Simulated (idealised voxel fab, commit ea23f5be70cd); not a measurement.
process module | voxel ribs on slabs
cross-section cut | 155 nm wide | cells 5 nm
A cross-section is a grid of square cells, given in bands from the top down. A band is one or more rows of cells.
Each band's line starts with the height of the band's top and of its bottom, in nm. Then come its materials from left to right, each with its width in nm. One material with "throughout" fills the band from edge to edge. "air" is empty space.
Height 0 is the level under which the wafer as received is all one material. The lowest band goes on downwards, as in "0 down".
A width such as "30 to 40" changes by the same amount from each row of cells to the next, from the band's top row to its bottom row.
"no change" after a step means that no cell of the cross-section changed.
closed voids: empty space of 8 cells or more with no open way to the top, each as width x height at its distance from the left edge, in nm
after a step's settings: what the simulator itself notes on the step
overlay nm, on a step with a mask: how far to the right of its planned place the mask lay; to the left if negative
plan
1 op RECEIVE | material Si
2 op DIRECTIONAL_DEP | material SiO2 | thk nm 30
3 op DIRECTIONAL_DEP | material polySi | thk nm 15
4 op MASKED_ETCH | tone cover | mask id RIB | width nm 20 | etch materials polySi | depth nm 5 | overlay nm 0
5 op MASKED_ETCH | tone cover | mask id SLAB | width nm 50 | etch materials polySi | depth nm 10 | overlay nm 0
6 op FILL_DEP | material SiO2 | thk nm 25
7 op CMP | height nm 60
8 op DIRECTIONAL_DEP | material TiN | thk nm 5
9 op PATTERN | tone cover | mask id HEATER | material resist | width nm 30 | thk nm 20 | overlay nm 0
10 op DIRECTIONAL_ETCH | etch materials TiN | depth nm 5
11 op STRIP | etch materials resist
12 op CONFORMAL_DEP | material SiO2 | thk nm 10
as received, after step 1
  0 down: Si throughout
  closed voids: none
a wafer at the end: this start, this plan, one mistake
  75 to 70: air 50 | SiO2 50 | air 55
  70 to 65: SiO2 throughout
  65 to 60: SiO2 60 | TiN 30 | SiO2 65
  60 to 15: SiO2 throughout
  15 to 0: polySi throughout
  0 down: Si throughout
  closed voids: none
what went wrong: steps 2 and 3 were swapped
